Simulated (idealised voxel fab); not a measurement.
process module | voxel ribs on slabs
cross-section cut | 160 nm wide | cells 5 nm
A cross-section is a grid of square cells, given in bands from the top down. A band is one or more rows of cells.
Each band's line starts with the height of the band's top and of its bottom, in nm. Then come its materials from left to right, each with its width in nm. One material with "throughout" fills the band from edge to edge. "air" is empty space.
Height 0 is the level under which the wafer as received is all one material. The lowest band goes on downwards, as in "0 down".
A width such as "30 to 40" changes by the same amount from each row of cells to the next, from the band's top row to its bottom row.
"no change" after a step means that no cell of the cross-section changed.
closed voids: empty space of 8 cells or more with no open way to the top, each as width x height at its distance from the left edge, in nm
after a step's settings: what the simulator itself notes on the step
overlay nm, on a step with a mask: how far to the right of its planned place the mask lay; to the left if negative
plan
1 op RECEIVE | material Si
2 op DIRECTIONAL_DEP | material SiO2 | thk nm 20
3 op DIRECTIONAL_DEP | material polySi | thk nm 25
4 op DIRECTIONAL_DEP | material aC | thk nm 10
5 op PATTERN | tone cover | mask id RIB | material resist | width nm 30 | thk nm 25 | overlay nm 0
6 op DIRECTIONAL_ETCH | etch materials aC | depth nm 10
7 op STRIP | etch materials resist
8 op DIRECTIONAL_ETCH | etch materials polySi | depth nm 5
9 op STRIP | etch materials aC
10 op DIRECTIONAL_DEP | material aC | thk nm 15
11 op PATTERN | tone cover | mask id SLAB | material resist | width nm 80 | thk nm 35 | overlay nm 0
12 op DIRECTIONAL_ETCH | etch materials aC | depth nm 15
13 op STRIP | etch materials resist
14 op DIRECTIONAL_ETCH | etch materials polySi | depth nm 20
15 op STRIP | etch materials aC
16 op FILL_DEP | material SiO2 | thk nm 20
17 op CMP | height nm 60
18 op DIRECTIONAL_DEP | material W | thk nm 10
19 op DIRECTIONAL_DEP | material aC | thk nm 15
20 op PATTERN | tone cover | mask id HEATER | material resist | width nm 40 | thk nm 30 | overlay nm 0
21 op DIRECTIONAL_ETCH | etch materials aC | depth nm 15
22 op STRIP | etch materials resist
23 op DIRECTIONAL_ETCH | etch materials W | depth nm 10
24 op STRIP | etch materials aC
25 op CONFORMAL_DEP | material SiO2 | thk nm 10
first wafer, as planned
as received, after step 1
  0 down: Si throughout
  closed voids: none
after step 2
  20 to 0: SiO2 throughout
  below 0: unchanged
after step 3
  45 to 20: polySi throughout
  below 20: unchanged
after step 4
  55 to 45: aC throughout
  below 45: unchanged
after step 5
  80 to 55: air 65 | resist 30 | air 65
  below 55: unchanged
after step 6
  70 to 55: air 65 | resist 30 | air 65
  55 to 45: air 65 | aC 30 | air 65
  below 45: unchanged
after step 7
  55 to 45: air 65 | aC 30 | air 65
  below 45: unchanged
after step 8
  55 to 45: air 65 | aC 30 | air 65
  45 to 40: air 65 | polySi 30 | air 65
  below 40: unchanged
after step 9
  45 to 40: air 65 | polySi 30 | air 65
  below 40: unchanged
after step 10
  60 to 55: air 65 | aC 30 | air 65
  55 to 45: aC throughout
  45 to 40: aC 65 | polySi 30 | aC 65
  below 40: unchanged
after step 11
  95 to 60: air 40 | resist 80 | air 40
  60 to 55: air 40 | resist 25 | aC 30 | resist 25 | air 40
  below 55: unchanged
after step 12
  80 to 60: air 40 | resist 80 | air 40
  60 to 55: air 40 | resist 25 | aC 30 | resist 25 | air 40
  55 to 45: air 40 | aC 80 | air 40
  45 to 40: air 40 | aC 25 | polySi 30 | aC 25 | air 40
  below 40: unchanged
after step 13
  60 to 55: air 65 | aC 30 | air 65
  below 55: unchanged
after step 14
  60 to 55: air 65 | aC 30 | air 65
  55 to 45: air 40 | aC 80 | air 40
  45 to 40: air 40 | aC 25 | polySi 30 | aC 25 | air 40
  40 to 20: air 40 | polySi 80 | air 40
  below 20: unchanged
after step 15
  45 to 40: air 65 | polySi 30 | air 65
  below 40: unchanged
after step 16
  65 to 45: SiO2 throughout
  45 to 40: SiO2 65 | polySi 30 | SiO2 65
  40 to 20: SiO2 40 | polySi 80 | SiO2 40
  below 20: unchanged
after step 17
  60 to 45: SiO2 throughout
  below 45: unchanged
after step 18
  70 to 60: W throughout
  below 60: unchanged
after step 19
  85 to 70: aC throughout
  below 70: unchanged
after step 20
  115 to 85: air 60 | resist 40 | air 60
  below 85: unchanged
after step 21
  100 to 85: air 60 | resist 40 | air 60
  85 to 70: air 60 | aC 40 | air 60
  below 70: unchanged
after step 22
  85 to 70: air 60 | aC 40 | air 60
  below 70: unchanged
after step 23
  85 to 70: air 60 | aC 40 | air 60
  70 to 60: air 60 | W 40 | air 60
  below 60: unchanged
after step 24
  70 to 60: air 60 | W 40 | air 60
  below 60: unchanged
after step 25
  80 to 70: air 50 | SiO2 60 | air 50
  70 to 60: SiO2 60 | W 40 | SiO2 60
  below 60: unchanged
second wafer: like start, like plan, one mistake. Through step 16 it matches the first wafer
when step 17 should have ended
  55 to 45: SiO2 throughout
  below 45: unchanged
when step 18 should have ended
  65 to 55: W throughout
  below 55: unchanged
when step 19 should have ended
  80 to 65: aC throughout
  below 65: unchanged
when step 20 should have ended
  110 to 80: air 60 | resist 40 | air 60
  below 80: unchanged
when step 21 should have ended
  95 to 80: air 60 | resist 40 | air 60
  80 to 65: air 60 | aC 40 | air 60
  below 65: unchanged
when step 22 should have ended
  80 to 65: air 60 | aC 40 | air 60
  below 65: unchanged
when step 23 should have ended
  80 to 65: air 60 | aC 40 | air 60
  65 to 55: air 60 | W 40 | air 60
  below 55: unchanged
when step 24 should have ended
  65 to 55: air 60 | W 40 | air 60
  below 55: unchanged
when step 25 should have ended
  75 to 65: air 50 | SiO2 60 | air 50
  65 to 55: SiO2 60 | W 40 | SiO2 60
  below 55: unchanged
what went wrong: step 17 ran as: op CMP | height nm 55
at the end the second wafer has, in cells: 32 fewer of SiO2
